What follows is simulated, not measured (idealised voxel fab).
This is a process module. Its name is voxel capacitor over wiring.
The figure presents cross-section cut, which has a width of 240 nm and is divided into square cells with an edge length of 5 nm.
This document writes a cross-section as a grid whose cells are square, and gives it as bands, listed from the top down; one or more rows of cells form a band.
Each band's line starts with the height of the band's top and of its bottom, in nm. Then come its materials from left to right, each with its width in nm. One material with "full width" fills the band from edge to edge. "blank" is empty space.
Zero point of the height axis is 0; under it, received wafer = one material. Lowest band: continues down indefinitely, "0 nm and below".
Width: "30 to 40" (first number = top row, second number = bottom row, same change from row to row of cells).
It should be understood that the words "changes: none", when stated for a given step, signify that the cross-section underwent no change in any of its cells during that step.
In "Sealed cavities" the enclosed voids are listed, meaning empty spaces of 8 cells or larger without any opening to the top. The form is width x height at distance, distance from the left edge, units nm.
Whatever follows a step's settings on its line is a remark the simulator itself makes about that step.
What "overlay nm" on a step's line means: if the step has a mask, that mask lay this far to the right of its planned place, or, when the value is negative, to the left.
The steps planned for the process are as follows
step 1: RECEIVE: material Si
step 2: CONFORMAL_DEP: material SiO2, thk nm 10
step 3: DIRECTIONAL_DEP: material TiN, thk nm 5
step 4: DIRECTIONAL_DEP: material W, thk nm 15
step 5: DIRECTIONAL_DEP: material aC, thk nm 10
step 6: PATTERN: tone cover, mask id METAL_1, material resist, width nm 30, pitch nm 95, thk nm 25, overlay nm 0
step 7: DIRECTIONAL_ETCH: etch materials aC, depth nm 10
step 8: STRIP: etch materials resist
step 9: DIRECTIONAL_ETCH: etch materials W, depth nm 15
step 10: DIRECTIONAL_ETCH: etch materials TiN, depth nm 5
step 11: STRIP: etch materials aC
step 12: CONFORMAL_DEP: material SiN, thk nm 5
step 13: FILL_DEP: material lowk, thk nm 5
step 14: CMP: height nm 30
step 15: CONFORMAL_DEP: material SiCN, thk nm 5
step 16: DIRECTIONAL_DEP: material lowk, thk nm 10
step 17: PATTERN: tone open, mask id PLUG_1, material resist, width nm 15, thk nm 20, overlay nm 0
step 18: DIRECTIONAL_ETCH: etch materials lowk, depth nm 10
step 19: DIRECTIONAL_ETCH: etch materials SiCN, depth nm 5
step 20: STRIP: etch materials resist
step 21: CONFORMAL_DEP: material TiN, thk nm 5
step 22: FILL_DEP: material Ru, thk nm 5
step 23: CMP: height nm 45
step 24: DIRECTIONAL_DEP: material TiN, thk nm 5
step 25: DIRECTIONAL_DEP: material Al2O3, thk nm 5
step 26: DIRECTIONAL_DEP: material TiN, thk nm 5
step 27: DIRECTIONAL_DEP: material aC, thk nm 15
step 28: PATTERN: tone cover, mask id UPPER_PLATE, material resist, width nm 70, thk nm 35, overlay nm 0
step 29: DIRECTIONAL_ETCH: etch materials aC, depth nm 15
step 30: STRIP: etch materials resist
step 31: DIRECTIONAL_ETCH: etch materials TiN, depth nm 5
step 32: DIRECTIONAL_ETCH: etch materials Al2O3, depth nm 5
step 33: STRIP: etch materials aC
step 34: MASKED_ETCH: tone cover, mask id LOWER_PLATE, width nm 80, etch materials TiN, depth nm 5, overlay nm 0
step 35: FILL_DEP: material SiO2, thk nm 20
step 36: CMP: height nm 75
step 37: MASKED_ETCH: tone open, mask id PLUG_2, width nm 15, etch materials SiO2, depth nm 15, overlay nm 0
step 38: CONFORMAL_DEP: material TiN, thk nm 5
step 39: FILL_DEP: material Ru, thk nm 5
step 40: CMP: height nm 75
step 41: CONFORMAL_DEP: material SiN, thk nm 5
Incoming wafer, cross-sectional view, post step 1
> 0 nm and below | Si full width
> Sealed cavities: none
Cross-section, end of module. Start: as above. Plan: as above. Execution: one mistake
> 80 nm to 75 nm | SiN full width
> 75 nm to 65 nm | SiO2=80  TiN=5  Ru=5  TiN=5  SiO2=145
> 65 nm to 55 nm | SiO2=80 to 70  TiN=15 to 70  SiO2=145 to 100
> 55 nm to 50 nm | SiO2=70  Al2O3=70  SiO2=100
> 50 nm to 45 nm | SiO2=65  TiN=80  SiO2=95
> 45 nm to 35 nm | Ru=65  TiN=5  lowk=15  TiN=5  Ru=150
> 35 nm to 30 nm | TiN=70  SiCN=15  TiN=155
> 30 nm to 15 nm | lowk=50  SiN=5  W=30  SiN=5  lowk=55  SiN=5  W=30  SiN=5  lowk=55
> 15 nm to 10 nm | SiN=55  TiN=30  SiN=65  TiN=30  SiN=60
> 10 nm to 0 nm | SiO2 full width
> 0 nm and below | Si full width
> Sealed cavities: none
The plan and the run diverged here: step 17: run off-plan, actual operation and settings PATTERN: tone cover, mask id PLUG_1, material resist, width nm 15, thk nm 20, overlay nm 0
